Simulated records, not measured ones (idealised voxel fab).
process module | voxel trench capacitor
cross-section cut | 210 nm wide | cells 5 nm
A cross-section is a grid of square cells, given in bands from the top down. A band is one or more rows of cells.
Each band's line starts with the height of the band's top and of its bottom, in nm. Then come its materials from left to right, each with its width in nm. One material with "throughout" fills the band from edge to edge. "air" is empty space.
Height 0 is the level under which the wafer as received is all one material. The lowest band goes on downwards, as in "0 down".
A width such as "30 to 40" changes by the same amount from each row of cells to the next, from the band's top row to its bottom row.
"no change" after a step means that no cell of the cross-section changed.
closed voids: empty space of 8 cells or more with no open way to the top, each as width x height at its distance from the left edge, in nm
after a step's settings: what the simulator itself notes on the step
overlay nm, on a step with a mask: how far to the right of its planned place the mask lay; to the left if negative
plan
1 op RECEIVE | material Si
2 op CONFORMAL_DEP | material SiN | thk nm 5
3 op MASKED_ETCH | tone open | mask id TRENCH | width nm 30 | pitch nm 60 | etch materials SiN | depth nm 5 | overlay nm 0
4 op MASKED_ETCH | tone open | mask id TRENCH | width nm 30 | pitch nm 60 | etch materials Si | depth nm 30 | overlay nm -15
5 op CONFORMAL_DEP | material Al2O3 | thk nm 5
6 op CONFORMAL_DEP | material TiN | thk nm 5
7 op FILL_DEP | material W | thk nm 10
8 op CMP | height nm 5
varied across the wafers: overlay nm of step 4. The plan shows the first wafer's value. All wafers start alike
first wafer as received, after step 1
  0 down: Si throughout
  closed voids: none
each wafer at the end: cells of each material gained (+) or lost (-) since it was received, then its closed voids
overlay nm -15 | +54 Al2O3 | -54 Si | +24 SiN | +18 TiN | closed voids: none
overlay nm -10 | +54 Al2O3 | -72 Si | +24 SiN | +36 TiN | closed voids: none
overlay nm -5 | +54 Al2O3 | -90 Si | +24 SiN | +39 TiN | +15 W | closed voids: none
overlay nm 0 | +54 Al2O3 | -108 Si | +24 SiN | +42 TiN | +30 W | closed voids: none
overlay nm 5 | +54 Al2O3 | -90 Si | +24 SiN | +39 TiN | +15 W | closed voids: none
overlay nm 10 | +54 Al2O3 | -72 Si | +24 SiN | +36 TiN | closed voids: none
overlay nm 15 | +54 Al2O3 | -54 Si | +24 SiN | +18 TiN | closed voids: none
